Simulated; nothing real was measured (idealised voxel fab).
Process module under the name voxel air gaps
In the cross-section labelled cut, the width is 165 nm and each square cell is 5 nm.
Notation: cross-section as square-cell grid; stated in bands, top first, going down; one or more cell rows per band. Band: top height; bottom height; in nm. Then, left to right: material with width in nm, for each material. "all across": a single material spanning edge to edge. "empty": empty space. Height datum 0, below which the as-received substrate wafer is one material. Lowest band open at the bottom, running downward: "0 -> down". A width such as "30 to 40" changes by the same amount from each row of cells to the next, from the band's top row to its bottom row. When a step is marked "changes: none", none of the cells in the cross-section changed during that step. "Closed voids list" lists enclosed empty spaces (at least 8 cells, no open path upward to the top), each as width x height at distance from the left edge, in nm. If you see something after the settings on a step's line, that's the simulator's own remark about that step. The "overlay nm" setting may appear on a step's line; for a step that uses a mask, it gives how far to the right of its planned position the mask lay, and a negative value indicates the left.

PLAN
- 1: RECEIVE | material Si
- 2: CONFORMAL_DEP | material SiO2 | thk nm 15
- 3: CONFORMAL_DEP | material SiCN | thk nm 5
- 4: DIRECTIONAL_DEP | material lowk | thk nm 30
- 5: DIRECTIONAL_DEP | material aC | thk nm 10
- 6: PATTERN | tone open | mask id LINES | material resist | width nm 20 | pitch nm 45 | thk nm 25 | overlay nm 0
- 7: DIRECTIONAL_ETCH | etch materials aC | depth nm 10
- 8: STRIP | etch materials resist
- 9: DIRECTIONAL_ETCH | etch materials lowk | depth nm 30
- 10: STRIP | etch materials aC
- 11: CONFORMAL_DEP | material TiN | thk nm 5
- 12: FILL_DEP | material Ru | thk nm 5
- 13: CMP | height nm 50
- 14: EPI | material Ru | thk nm 10
- 15: SELECTIVE_ETCH | etch materials lowk | depth nm 40
- 16: CONFORMAL_DEP | material SiCN | thk nm 5

FIRST OUT OF TWO WAFERS; RUN WENT TO PLAN

SHOWN IN CROSS-SECTION IS THE WAFER AS RECEIVED, THAT IS, AS IT STANDS AFTER STEP 1
* 0 -> down | Si all across
* Closed voids list: none

ONCE STEP 2 IS THROUGH, THE WAFER LOOKS LIKE THIS IN CROSS-SECTION
* 15 -> 0 | SiO2 all across
* Anything lower than 0 is untouched.

ONCE STEP 3 IS THROUGH, THE WAFER LOOKS LIKE THIS IN CROSS-SECTION
* 20 -> 15 | SiCN all across
* Anything lower than 15 is untouched.

ONCE STEP 4 IS THROUGH, THE WAFER LOOKS LIKE THIS IN CROSS-SECTION
* 50 -> 20 | lowk all across
* Anything lower than 20 is untouched.

ONCE STEP 5 IS THROUGH, THE WAFER LOOKS LIKE THIS IN CROSS-SECTION
* 60 -> 50 | aC all across
* Anything lower than 50 is untouched.

ONCE STEP 6 IS THROUGH, THE WAFER LOOKS LIKE THIS IN CROSS-SECTION
* 85 -> 60 | 25 of resist, then 20 of empty, then 25 of resist, then 20 of empty, then 25 of resist, then 20 of empty, then 30 of resist
* Anything lower than 60 is untouched.

ONCE STEP 7 IS THROUGH, THE WAFER LOOKS LIKE THIS IN CROSS-SECTION
* 75 -> 60 | 25 of resist, then 20 of empty, then 25 of resist, then 20 of empty, then 25 of resist, then 20 of empty, then 30 of resist
* 60 -> 50 | 25 of aC, then 20 of empty, then 25 of aC, then 20 of empty, then 25 of aC, then 20 of empty, then 30 of aC
* Anything lower than 50 is untouched.

ONCE STEP 8 IS THROUGH, THE WAFER LOOKS LIKE THIS IN CROSS-SECTION
* 60 -> 50 | 25 of aC, then 20 of empty, then 25 of aC, then 20 of empty, then 25 of aC, then 20 of empty, then 30 of aC
* Anything lower than 50 is untouched.

ONCE STEP 9 IS THROUGH, THE WAFER LOOKS LIKE THIS IN CROSS-SECTION
* 60 -> 50 | 25 of aC, then 20 of empty, then 25 of aC, then 20 of empty, then 25 of aC, then 20 of empty, then 30 of aC
* 50 -> 20 | 25 of lowk, then 20 of empty, then 25 of lowk, then 20 of empty, then 25 of lowk, then 20 of empty, then 30 of lowk
* Anything lower than 20 is untouched.

ONCE STEP 10 IS THROUGH, THE WAFER LOOKS LIKE THIS IN CROSS-SECTION
* 50 -> 20 | 25 of lowk, then 20 of empty, then 25 of lowk, then 20 of empty, then 25 of lowk, then 20 of empty, then 30 of lowk
* Anything lower than 20 is untouched.

ONCE STEP 11 IS THROUGH, THE WAFER LOOKS LIKE THIS IN CROSS-SECTION
* 55 -> 50 | 30 of TiN, then 10 of empty, then 35 of TiN, then 10 of empty, then 35 of TiN, then 10 of empty, then 35 of TiN
* 50 -> 25 | 25 of lowk, then 5 of TiN, then 10 of empty, then 5 of TiN, then 25 of lowk, then 5 of TiN, then 10 of empty, then 5 of TiN, then 25 of lowk, then 5 of TiN, then 10 of empty, then 5 of TiN, then 30 of lowk
* 25 -> 20 | 25 of lowk, then 20 of TiN, then 25 of lowk, then 20 of TiN, then 25 of lowk, then 20 of TiN, then 30 of lowk
* Anything lower than 20 is untouched.

ONCE STEP 12 IS THROUGH, THE WAFER LOOKS LIKE THIS IN CROSS-SECTION
* 60 -> 55 | Ru all across
* 55 -> 50 | 30 of TiN, then 10 of Ru, then 35 of TiN, then 10 of Ru, then 35 of TiN, then 10 of Ru, then 35 of TiN
* 50 -> 25 | 25 of lowk, then 5 of TiN, then 10 of Ru, then 5 of TiN, then 25 of lowk, then 5 of TiN, then 10 of Ru, then 5 of TiN, then 25 of lowk, then 5 of TiN, then 10 of Ru, then 5 of TiN, then 30 of lowk
* Anything lower than 25 is untouched.

ONCE STEP 13 IS THROUGH, THE WAFER LOOKS LIKE THIS IN CROSS-SECTION
* 50 -> 25 | 25 of lowk, then 5 of TiN, then 10 of Ru, then 5 of TiN, then 25 of lowk, then 5 of TiN, then 10 of Ru, then 5 of TiN, then 25 of lowk, then 5 of TiN, then 10 of Ru, then 5 of TiN, then 30 of lowk
* Anything lower than 25 is untouched.

ONCE STEP 14 IS THROUGH, THE WAFER LOOKS LIKE THIS IN CROSS-SECTION
* 60 -> 50 | 15 of empty, then 40 of Ru, then 5 of empty, then 40 of Ru, then 5 of empty, then 40 of Ru, then 20 of empty
* Anything lower than 50 is untouched.

ONCE STEP 15 IS THROUGH, THE WAFER LOOKS LIKE THIS IN CROSS-SECTION
* 60 -> 50 | 15 of empty, then 40 of Ru, then 5 of empty, then 40 of Ru, then 5 of empty, then 40 of Ru, then 20 of empty
* 50 -> 25 | 25 of empty, then 5 of TiN, then 10 of Ru, then 5 of TiN, then 25 of empty, then 5 of TiN, then 10 of Ru, then 5 of TiN, then 25 of empty, then 5 of TiN, then 10 of Ru, then 5 of TiN, then 30 of empty
* 25 -> 20 | 25 of empty, then 20 of TiN, then 25 of empty, then 20 of TiN, then 25 of empty, then 20 of TiN, then 30 of empty
* Anything lower than 20 is untouched.

ONCE STEP 16 IS THROUGH, THE WAFER LOOKS LIKE THIS IN CROSS-SECTION
* 65 -> 60 | 10 of empty, then 140 of SiCN, then 15 of empty
* 60 -> 50 | 10 of empty, then 5 of SiCN, then 40 of Ru, then 5 of SiCN, then 40 of Ru, then 5 of SiCN, then 40 of Ru, then 5 of SiCN, then 15 of empty
* 50 -> 45 | 10 of empty, then 15 of SiCN, then 5 of TiN, then 10 of Ru, then 5 of TiN, then 25 of SiCN, then 5 of TiN, then 10 of Ru, then 5 of TiN, then 25 of SiCN, then 5 of TiN, then 10 of Ru, then 5 of TiN, then 15 of SiCN, then 15 of empty
* 45 -> 25 | 20 of empty, then 5 of SiCN, then 5 of TiN, then 10 of Ru, then 5 of TiN, then 5 of SiCN, then 15 of empty, then 5 of SiCN, then 5 of TiN, then 10 of Ru, then 5 of TiN, then 5 of SiCN, then 15 of empty, then 5 of SiCN, then 5 of TiN, then 10 of Ru, then 5 of TiN, then 5 of SiCN, then 25 of empty
* 25 -> 20 | 25 of SiCN, then 20 of TiN, then 25 of SiCN, then 20 of TiN, then 25 of SiCN, then 20 of TiN, then 30 of SiCN
* Anything lower than 20 is untouched.
* Closed voids list: 15 x 20 at 50; 15 x 20 at 95

WAFER TWO OF THE PAIR: SAME ORIGIN, SAME PLAN, ONE ERROR DURING THE RUN; IDENTICAL TO WAFER ONE UP TO AND INCLUDING STEP 3

CROSS-SECTION OF THE SECOND WAFER WHEN, ACCORDING TO PLAN, STEP 4 SHOULD HAVE FINISHED
* 50 -> 15 | SiCN all across
* Anything lower than 15 is untouched.

CROSS-SECTION OF THE SECOND WAFER WHEN, ACCORDING TO PLAN, STEP 5 SHOULD HAVE FINISHED
* 60 -> 50 | aC all across
* Anything lower than 50 is untouched.

CROSS-SECTION OF THE SECOND WAFER WHEN, ACCORDING TO PLAN, STEP 6 SHOULD HAVE FINISHED
* 85 -> 60 | 25 of resist, then 20 of empty, then 25 of resist, then 20 of empty, then 25 of resist, then 20 of empty, then 30 of resist
* Anything lower than 60 is untouched.

CROSS-SECTION OF THE SECOND WAFER WHEN, ACCORDING TO PLAN, STEP 7 SHOULD HAVE FINISHED
* 75 -> 60 | 25 of resist, then 20 of empty, then 25 of resist, then 20 of empty, then 25 of resist, then 20 of empty, then 30 of resist
* 60 -> 50 | 25 of aC, then 20 of empty, then 25 of aC, then 20 of empty, then 25 of aC, then 20 of empty, then 30 of aC
* Anything lower than 50 is untouched.

CROSS-SECTION OF THE SECOND WAFER WHEN, ACCORDING TO PLAN, STEP 8 SHOULD HAVE FINISHED
* 60 -> 50 | 25 of aC, then 20 of empty, then 25 of aC, then 20 of empty, then 25 of aC, then 20 of empty, then 30 of aC
* Anything lower than 50 is untouched.

Cross-section of the second wafer when, according to plan, step 9 should have finished: changes: none

CROSS-SECTION OF THE SECOND WAFER WHEN, ACCORDING TO PLAN, STEP 10 SHOULD HAVE FINISHED
* 50 -> 15 | SiCN all across
* Anything lower than 15 is untouched.

CROSS-SECTION OF THE SECOND WAFER WHEN, ACCORDING TO PLAN, STEP 11 SHOULD HAVE FINISHED
* 55 -> 50 | TiN all across
* Anything lower than 50 is untouched.

CROSS-SECTION OF THE SECOND WAFER WHEN, ACCORDING TO PLAN, STEP 12 SHOULD HAVE FINISHED
* 60 -> 55 | Ru all across
* Anything lower than 55 is untouched.

CROSS-SECTION OF THE SECOND WAFER WHEN, ACCORDING TO PLAN, STEP 13 SHOULD HAVE FINISHED
* 50 -> 15 | SiCN all across
* Anything lower than 15 is untouched.

Cross-section of the second wafer when, according to plan, step 14 should have finished: changes: none

Cross-section of the second wafer when, according to plan, step 15 should have finished: changes: none

CROSS-SECTION OF THE SECOND WAFER WHEN, ACCORDING TO PLAN, STEP 16 SHOULD HAVE FINISHED
* 55 -> 15 | SiCN all across
* Anything lower than 15 is untouched.
Error vs. plan: step 4 ran with different settings than intended, the actual operation and settings being DIRECTIONAL_DEP | material SiCN | thk nm 30
End check, counted in cells, second wafer has more or fewer of these materials than the first: Ru -78 | SiCN +134 | TiN -42
So at the end we're looking at 2 closed voids on the first wafer and 0 on the second.
